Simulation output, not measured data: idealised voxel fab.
This section sets out a process module, namely voxel air gaps.
cross-section cut | 280 nm wide | cells 5 nm
Format of a cross-section: grid, square cells. Given as bands. Order: top down. Band: one or more rows of cells. Heights first: top, then bottom, in nm. Then materials, left to right, each with a width in nm. "throughout" on a single material: fills the band edge to edge. "blank": empty space. A quick word on heights: they are counted from 0, and under that level the wafer as it came to us is one material throughout. The lowest band is different from the rest in having no bottom; it simply continues downward, written as in "z 0 and below". Width "30 to 40": first value at the band's top row of cells, second value at its bottom row, equal change from row to row. "everything unchanged" after a step means that no cell of the cross-section changed. Empty spaces without an open route to the top, at least 8 cells in extent, make up the entry "Enclosed cavity list"; each is given as width x height at distance, where the distance is measured from the left edge, and all are in nm. Note: text after step settings on the step line = simulator remark on that step. Each step line may optionally specify "overlay nm", which for a step with a mask gives the rightward distance between the mask's planned place and where it lay, a negative value indicating the leftward direction.
[Process steps - plan]
| 1 | RECEIVE,material Si |
| 2 | CONFORMAL_DEP,material SiO2,thk nm 10 |
| 3 | CONFORMAL_DEP,material SiCN,thk nm 5 |
| 4 | DIRECTIONAL_DEP,material lowk,thk nm 30 |
| 5 | PATTERN,tone open,mask id LINES,material resist,width nm 20,pitch nm 45,thk nm 15,overlay nm 0 |
| 6 | DIRECTIONAL_ETCH,etch materials lowk,depth nm 30 |
| 7 | STRIP,etch materials resist |
| 8 | CONFORMAL_DEP,material TiN,thk nm 5 |
| 9 | FILL_DEP,material Cu,thk nm 5 |
| 10 | CMP,height nm 45 |
| 11 | EPI,material Ru,thk nm 10 |
| 12 | SELECTIVE_ETCH,etch materials lowk,depth nm 40 |
| 13 | CONFORMAL_DEP,material SiCN,thk nm 5 |
[Cross-section of the wafer at receipt, which is the condition after step 1]
	z 0 and below  Si throughout
	Enclosed cavity list: none
[Cross-section: first of two wafers, module finished, run according to plan]
	z 60 to 55  blank 45  SiCN 185  blank 50
	z 55 to 45  blank 45  SiCN 5  Ru 40  SiCN 5  Ru 40  SiCN 5  Ru 40  SiCN 5  Ru 40  SiCN 5  blank 50
	z 45 to 40  blank 45  SiCN 15  TiN 5  Cu 10  TiN 5  SiCN 25  TiN 5  Cu 10  TiN 5  SiCN 25  TiN 5  Cu 10  TiN 5  SiCN 25  TiN 5  Cu 10  TiN 5  SiCN 15  blank 50
	z 40 to 20  blank 55  SiCN 5  TiN 5  Cu 10  TiN 5  SiCN 5  blank 15  SiCN 5  TiN 5  Cu 10  TiN 5  SiCN 5  blank 15  SiCN 5  TiN 5  Cu 10  TiN 5  SiCN 5  blank 15  SiCN 5  TiN 5  Cu 10  TiN 5  SiCN 5  blank 60
	z 20 to 15  SiCN 60  TiN 20  SiCN 25  TiN 20  SiCN 25  TiN 20  SiCN 25  TiN 20  SiCN 65
	z 15 to 10  SiCN throughout
	z 10 to 0  SiO2 throughout
	z 0 and below  Si throughout
	Enclosed cavity list: 15 x 20 at 85; 15 x 20 at 130; 15 x 20 at 175
[So this is wafer number two of the two, cut at the end of the module - it started where the first did and had the same plan, we just got one thing wrong running it]
	z 60 to 55  blank 45  SiCN 185  blank 50
	z 55 to 45  blank 45  SiCN 5  Ru 40  SiCN 5  Ru 40  SiCN 5  Ru 40  SiCN 5  Ru 40  SiCN 5  blank 50
	z 45 to 40  blank 45  SiCN 15  TiN 5  Cu 10  TiN 5  SiCN 25  TiN 5  Cu 10  TiN 5  SiCN 25  TiN 5  Cu 10  TiN 5  SiCN 25  TiN 5  Cu 10  TiN 5  SiCN 15  blank 50
	z 40 to 20  blank 55  SiCN 5  TiN 5  Cu 10  TiN 5  SiCN 5  blank 15  SiCN 5  TiN 5  Cu 10  TiN 5  SiCN 5  blank 15  SiCN 5  TiN 5  Cu 10  TiN 5  SiCN 5  blank 15  SiCN 5  TiN 5  Cu 10  TiN 5  SiCN 5  blank 60
	z 20 to 15  SiCN 60  TiN 20  SiCN 25  TiN 20  SiCN 25  TiN 20  SiCN 25  TiN 20  SiCN 65
	z 15 to 5  SiO2 throughout
	z 5 to 0  SiCN throughout
	z 0 and below  Si throughout
	Enclosed cavity list: 15 x 20 at 85; 15 x 20 at 130; 15 x 20 at 175
Here's what went sideways: transposition of steps 2 and 3 relative to the planned sequence
Comparing end states, the material composition by cell count is preserved from the first wafer to the second, while the locations of the cells are not.
